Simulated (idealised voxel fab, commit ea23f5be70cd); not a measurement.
The process module that follows is named voxel local oxidation.
Cross-sectional view cut (width: 275 nm; square cell size: 5 nm).
This document writes a cross-section as a grid whose cells are square, and gives it as bands, listed from the top down; one or more rows of cells form a band. Each band's line starts with the height of the band's top and of its bottom, in nm. Then come its materials from left to right, each with its width in nm. One material with "throughout" fills the band from edge to edge. "blank" is empty space. The reference from which all heights are counted is 0, the level beneath which the as-received wafer is entirely one material; the lowest band, having no lower bound, proceeds downward and is written after the example "top 0, no bottom". A width such as "30 to 40" changes by the same amount from each row of cells to the next, from the band's top row to its bottom row. Where a step carries "no alteration", the cross-section came out of it unchanged, cell for cell. You'll see "Closed-off voids" listing empty spaces that have no way open to the top, as long as they're 8 cells or more; the notation is width x height at distance, where the distance is from the left edge, and all of it is in nm. The remark found on a step's line after its settings is issued by the simulator itself and pertains to that step. The optional step-line setting "overlay nm" applies to steps with a mask and quantifies how far to the right of its planned location the mask lay, a negative value indicating leftward placement.

So here's the lineup of process steps we planned:
1,RECEIVE with material Si
2,OXIDIZE with depth nm 5
3,CONFORMAL_DEP with material SiN, thk nm 15
4,PATTERN with tone cover, mask id ACTIVE, material resist, width nm 130, thk nm 15, overlay nm 0
5,DIRECTIONAL_ETCH with etch materials SiN, depth nm 15
6,STRIP with etch materials resist
7,SELECTIVE_ETCH with etch materials SiO2, depth nm 5
8,OXIDIZE with depth nm 15
9,STRIP with etch materials SiN

Run as planned: first of two wafers:

Here's what the wafer looked like in cross-section when it arrived - that's after step 1:
- top 0, no bottom | Si throughout
- Closed-off voids: none

Step 2 complete: cross-section through the wafer:
- top 0, bottom -5 | SiO2 throughout
- Under -5: no change, same as before.

Step 3 complete: cross-section through the wafer:
- top 15, bottom 0 | SiN throughout
- Under 0: no change, same as before.

Step 4 complete: cross-section through the wafer:
- top 30, bottom 15 | blank 70  resist 130  blank 75
- Under 15: no change, same as before.

Step 5 complete: cross-section through the wafer:
- top 30, bottom 15 | blank 70  resist 130  blank 75
- top 15, bottom 0 | blank 70  SiN 130  blank 75
- Under 0: no change, same as before.

Step 6 complete: cross-section through the wafer:
- top 15, bottom 0 | blank 70  SiN 130  blank 75
- Under 0: no change, same as before.

Step 7 complete: cross-section through the wafer:
- top 15, bottom 0 | blank 70  SiN 130  blank 75
- top 0, bottom -5 | blank 75  SiO2 120  blank 80
- Under -5: no change, same as before.

Step 8 complete: cross-section through the wafer:
- top 15, bottom 0 | blank 70  SiN 130  blank 75
- top 0, bottom -5 | blank 75  SiO2 120  blank 80
- top -5, bottom -20 | SiO2 90  Si 90  SiO2 95
- Under -20: no change, same as before.

Step 9 complete: cross-section through the wafer:
- top 0, bottom -5 | blank 75  SiO2 120  blank 80
- Under -5: no change, same as before.

Here the second wafer is described. Its start and its plan were those of the first wafer. Its run contained one mistake. Up to and including step 2, it did exactly what the first wafer did:

The second wafer in cross-section, at the planned close of step 3:
- top 15, bottom -5 | SiO2 throughout
- Under -5: no change, same as before.

The second wafer in cross-section, at the planned close of step 4:
- top 30, bottom 15 | blank 70  resist 130  blank 75
- Under 15: no change, same as before.

The second wafer in cross-section, at the planned close of step 5: no alteration

The second wafer in cross-section, at the planned close of step 6:
- top 15, bottom -5 | SiO2 throughout
- Under -5: no change, same as before.

The second wafer in cross-section, at the planned close of step 7:
- top 10, bottom -5 | SiO2 throughout
- Under -5: no change, same as before.

The second wafer in cross-section, at the planned close of step 8: no alteration

The second wafer in cross-section, at the planned close of step 9: no alteration
Deviation from plan: step 3 was processed under conditions differing from the plan, specifically as CONFORMAL_DEP with material SiO2, thk nm 15
at the end the second wafer has, in cells: 111 more of Si; 30 more of SiO2
